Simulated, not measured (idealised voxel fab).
Herein follows the process module entitled voxel fin reveal.
Each square cell in cross-section cut measures 5 nm, and the section as a whole is 285 nm wide.
Format of a cross-section: grid, square cells. Given as bands. Order: top down. Band: one or more rows of cells.
Band entry format. Leading values: height of top, height of bottom, nm. Remainder: materials in left-to-right order, each with its width in nm. Special words: "edge to edge" on a single material, which then fills the band edge to edge; "empty", empty space.
Heights are reckoned from 0. Under this level, the received wafer is all of one material. The bottommost band is open-ended downward, for example "from 0 down".
Per-row width for "30..40": begins at first number (top row of band), ends at second number (bottom row), increment between rows held constant.
A step reported as "remained the same" is a step in which no cell of the cross-section changed.
"Fully enclosed voids": sealed empty spaces, 8 cells or more, no open way to top, listed width x height at distance, with distance from the left edge and width, height and distance in nm.
It should be noted that, on the line of a given step, the content following the step's settings is a remark produced by the simulator itself with respect to that step.
"overlay nm", when on a step's line for a step with a mask, measures how far to the right of its planned place the mask lay; a negative measure means to the left.
Process steps foreseen in the plan:
1: RECEIVE | material Si
2: CONFORMAL_DEP | material SiN | thk nm 10
3: MASKED_ETCH | tone cover | mask id FINS | width nm 15 | pitch nm 35 | etch materials SiN | depth nm 10 | overlay nm 0
4: MASKED_ETCH | tone cover | mask id FINS | width nm 15 | pitch nm 35 | etch materials Si | depth nm 30 | overlay nm 0
5: OXIDIZE | depth nm 5
6: FILL_DEP | material SiO2 | thk nm 15
7: CMP | height nm 10
8: SELECTIVE_ETCH | etch materials SiO2 | depth nm 20
9: STRIP | etch materials SiN
10: CONFORMAL_DEP | material SiO2 | thk nm 5
Run as planned: first of two wafers:
Cross-section of the wafer as it came to us, i.e., already through step 1:
    from 0 down = Si edge to edge
    Fully enclosed voids: none
Cross-section of the wafer subsequent to step 2:
    from 10 to 0 = SiN edge to edge
    For the remainder of the cross-section, below 0, there is no change.
Cross-section of the wafer subsequent to step 3:
    from 10 to 0 = empty=80 | SiN=15 | empty=20 | SiN=15 | empty=20 | SiN=15 | empty=20 | SiN=15 | empty=85
    For the remainder of the cross-section, below 0, there is no change.
Cross-section of the wafer subsequent to step 4:
    from 10 to 0 = empty=80 | SiN=15 | empty=20 | SiN=15 | empty=20 | SiN=15 | empty=20 | SiN=15 | empty=85
    from 0 to -30 = empty=80 | Si=15 | empty=20 | Si=15 | empty=20 | Si=15 | empty=20 | Si=15 | empty=85
    For the remainder of the cross-section, below -30, there is no change.
Cross-section of the wafer subsequent to step 5:
    from 10 to 0 = empty=80 | SiN=15 | empty=20 | SiN=15 | empty=20 | SiN=15 | empty=20 | SiN=15 | empty=85
    from 0 to -30 = empty=80 | SiO2=5 | Si=5 | SiO2=5 | empty=20 | SiO2=5 | Si=5 | SiO2=5 | empty=20 | SiO2=5 | Si=5 | SiO2=5 | empty=20 | SiO2=5 | Si=5 | SiO2=5 | empty=85
    from -30 to -35 = SiO2=85 | Si=5 | SiO2=30 | Si=5 | SiO2=30 | Si=5 | SiO2=30 | Si=5 | SiO2=90
    For the remainder of the cross-section, below -35, there is no change.
Cross-section of the wafer subsequent to step 6:
    from 25 to 10 = SiO2 edge to edge
    from 10 to 0 = SiO2=80 | SiN=15 | SiO2=20 | SiN=15 | SiO2=20 | SiN=15 | SiO2=20 | SiN=15 | SiO2=85
    from 0 to -35 = SiO2=85 | Si=5 | SiO2=30 | Si=5 | SiO2=30 | Si=5 | SiO2=30 | Si=5 | SiO2=90
    For the remainder of the cross-section, below -35, there is no change.
Cross-section of the wafer subsequent to step 7:
    from 10 to 0 = SiO2=80 | SiN=15 | SiO2=20 | SiN=15 | SiO2=20 | SiN=15 | SiO2=20 | SiN=15 | SiO2=85
    For the remainder of the cross-section, below 0, there is no change.
Cross-section of the wafer subsequent to step 8:
    from 10 to 0 = empty=80 | SiN=15 | empty=20 | SiN=15 | empty=20 | SiN=15 | empty=20 | SiN=15 | empty=85
    from 0 to -10 = empty=85 | Si=5 | empty=30 | Si=5 | empty=30 | Si=5 | empty=30 | Si=5 | empty=90
    For the remainder of the cross-section, below -10, there is no change.
Cross-section of the wafer subsequent to step 9:
    from 0 to -10 = empty=85 | Si=5 | empty=30 | Si=5 | empty=30 | Si=5 | empty=30 | Si=5 | empty=90
    For the remainder of the cross-section, below -10, there is no change.
Cross-section of the wafer subsequent to step 10:
    from 5 to 0 = empty=80 | SiO2=15 | empty=20 | SiO2=15 | empty=20 | SiO2=15 | empty=20 | SiO2=15 | empty=85
    from 0 to -5 = empty=80 | SiO2=5 | Si=5 | SiO2=5 | empty=20 | SiO2=5 | Si=5 | SiO2=5 | empty=20 | SiO2=5 | Si=5 | SiO2=5 | empty=20 | SiO2=5 | Si=5 | SiO2=5 | empty=85
    from -5 to -35 = SiO2=85 | Si=5 | SiO2=30 | Si=5 | SiO2=30 | Si=5 | SiO2=30 | Si=5 | SiO2=90
    For the remainder of the cross-section, below -35, there is no change.
The Second Wafer: Common Origin and Plan, One Mistake in Execution, Identical to the First Through Step 3:
Cross-section of the second wafer when, according to plan, step 4 should have finished:
    from 10 to 0 = empty=80 | SiN=15 | empty=20 | SiN=15 | empty=20 | SiN=15 | empty=20 | SiN=15 | empty=85
    from 0 to -60 = empty=80 | Si=15 | empty=20 | Si=15 | empty=20 | Si=15 | empty=20 | Si=15 | empty=85
    For the remainder of the cross-section, below -60, there is no change.
Cross-section of the second wafer when, according to plan, step 5 should have finished:
    from 10 to 0 = empty=80 | SiN=15 | empty=20 | SiN=15 | empty=20 | SiN=15 | empty=20 | SiN=15 | empty=85
    from 0 to -60 = empty=80 | SiO2=5 | Si=5 | SiO2=5 | empty=20 | SiO2=5 | Si=5 | SiO2=5 | empty=20 | SiO2=5 | Si=5 | SiO2=5 | empty=20 | SiO2=5 | Si=5 | SiO2=5 | empty=85
    from -60 to -65 = SiO2=85 | Si=5 | SiO2=30 | Si=5 | SiO2=30 | Si=5 | SiO2=30 | Si=5 | SiO2=90
    For the remainder of the cross-section, below -65, there is no change.
Cross-section of the second wafer when, according to plan, step 6 should have finished:
    from 25 to 10 = SiO2 edge to edge
    from 10 to 0 = SiO2=80 | SiN=15 | SiO2=20 | SiN=15 | SiO2=20 | SiN=15 | SiO2=20 | SiN=15 | SiO2=85
    from 0 to -65 = SiO2=85 | Si=5 | SiO2=30 | Si=5 | SiO2=30 | Si=5 | SiO2=30 | Si=5 | SiO2=90
    For the remainder of the cross-section, below -65, there is no change.
Cross-section of the second wafer when, according to plan, step 7 should have finished:
    from 10 to 0 = SiO2=80 | SiN=15 | SiO2=20 | SiN=15 | SiO2=20 | SiN=15 | SiO2=20 | SiN=15 | SiO2=85
    For the remainder of the cross-section, below 0, there is no change.
Cross-section of the second wafer when, according to plan, step 8 should have finished:
    from 10 to 0 = empty=80 | SiN=15 | empty=20 | SiN=15 | empty=20 | SiN=15 | empty=20 | SiN=15 | empty=85
    from 0 to -10 = empty=85 | Si=5 | empty=30 | Si=5 | empty=30 | Si=5 | empty=30 | Si=5 | empty=90
    For the remainder of the cross-section, below -10, there is no change.
Cross-section of the second wafer when, according to plan, step 9 should have finished:
    from 0 to -10 = empty=85 | Si=5 | empty=30 | Si=5 | empty=30 | Si=5 | empty=30 | Si=5 | empty=90
    For the remainder of the cross-section, below -10, there is no change.
Cross-section of the second wafer when, according to plan, step 10 should have finished:
    from 5 to 0 = empty=80 | SiO2=15 | empty=20 | SiO2=15 | empty=20 | SiO2=15 | empty=20 | SiO2=15 | empty=85
    from 0 to -5 = empty=80 | SiO2=5 | Si=5 | SiO2=5 | empty=20 | SiO2=5 | Si=5 | SiO2=5 | empty=20 | SiO2=5 | Si=5 | SiO2=5 | empty=20 | SiO2=5 | Si=5 | SiO2=5 | empty=85
    from -5 to -65 = SiO2=85 | Si=5 | SiO2=30 | Si=5 | SiO2=30 | Si=5 | SiO2=30 | Si=5 | SiO2=90
    For the remainder of the cross-section, below -65, there is no change.
Here's what went sideways: step 4, plan: ran twice
FYI, end of process, the second wafer has more or fewer cells of some materials than the first: Si: 318 fewer; SiO2: 318 more
